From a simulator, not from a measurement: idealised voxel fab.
Presented below is a process module, voxel self aligned contacts.
cross-section cut | 290 nm wide | cells 5 nm
Square cells in a grid make up a cross-section in this document, and the grid is given as bands, listed from the top down, each one or more rows of cells.
The band entry comprises the height of the band's top followed by the height of its bottom, expressed in nm, and subsequently the band's materials from left to right, each stated together with its width in nm. Where a single material is marked with the word "throughout", that material fills the band from edge to edge. The word "empty" represents empty space.
Height is counted from the level 0, under which the received wafer is composed throughout of one material. The lowest of the bands is not closed at the bottom but continues downward, in the notation "0 down".
Graded width ("30->40"): value in top row of band = first number; value in bottom row = second number; row-to-row change constant.
It should be understood that the words "no change", when stated for a given step, signify that the cross-section underwent no change in any of its cells during that step.
"Enclosed void catalog" enumerates empty spaces isolated from the top, with no open way to it, that contain at least 8 cells, giving each as width x height at distance from the left edge, all three in nm.
Step line, after settings: the simulator's comment on this step.
When a step includes a mask, the "overlay nm" setting on its line states how far to the right of its planned place that mask lay, and negative values state how far to the left.
**Here's what the planned process steps look like**
step 1: RECEIVE, material Si
step 2: CONFORMAL_DEP, material SiO2, thk nm 5
step 3: DIRECTIONAL_DEP, material polySi, thk nm 30
step 4: DIRECTIONAL_DEP, material SiN, thk nm 15
step 5: DIRECTIONAL_DEP, material aC, thk nm 10
step 6: PATTERN, tone cover, mask id GATE, material resist, width nm 35, pitch nm 70, thk nm 25, overlay nm 0
step 7: DIRECTIONAL_ETCH, etch materials aC, depth nm 10
step 8: STRIP, etch materials resist
step 9: DIRECTIONAL_ETCH, etch materials SiN, depth nm 15
step 10: DIRECTIONAL_ETCH, etch materials polySi, depth nm 30
step 11: STRIP, etch materials aC
step 12: CONFORMAL_DEP, material SiN, thk nm 5
step 13: DIRECTIONAL_ETCH, etch materials SiN, depth nm 5
step 14: FILL_DEP, material SiO2, thk nm 15
step 15: CMP, height nm 60
step 16: PATTERN, tone open, mask id CONTACT, material resist, width nm 55, thk nm 15, overlay nm 0
step 17: DIRECTIONAL_ETCH, etch materials SiO2, depth nm 60
step 18: STRIP, etch materials resist
step 19: CONFORMAL_DEP, material TiN, thk nm 5
step 20: FILL_DEP, material W, thk nm 10
step 21: CMP, height nm 60
step 22: CONFORMAL_DEP, material SiN, thk nm 5
**Incoming wafer in cross-section (state: after step 1)**
* 0 down = Si throughout
* Enclosed void catalog: none
**a wafer at the end: this start, this plan, one mistake**
* 65 to 60 = SiN throughout
* 60 to 50 = 115 nm SiO2, 5->20 nm TiN, 45->15 nm W, 5->20 nm TiN, 120 nm SiO2
* 50 to 40 = 85 nm SiO2, 45 nm SiN, 5 nm TiN, 15 nm W, 5 nm TiN, 45 nm SiN, 90 nm SiO2
* 40 to 35 = 85 nm SiO2, 45 nm SiN, 25 nm TiN, 45 nm SiN, 90 nm SiO2
* 35 to 5 = SiN throughout
* 5 to 0 = SiO2 throughout
* 0 down = Si throughout
* Enclosed void catalog: none
Against the plan, the run slipped here: step 3 was run on a setting that differed from the plan, and what really ran there is DIRECTIONAL_DEP, material SiN, thk nm 30
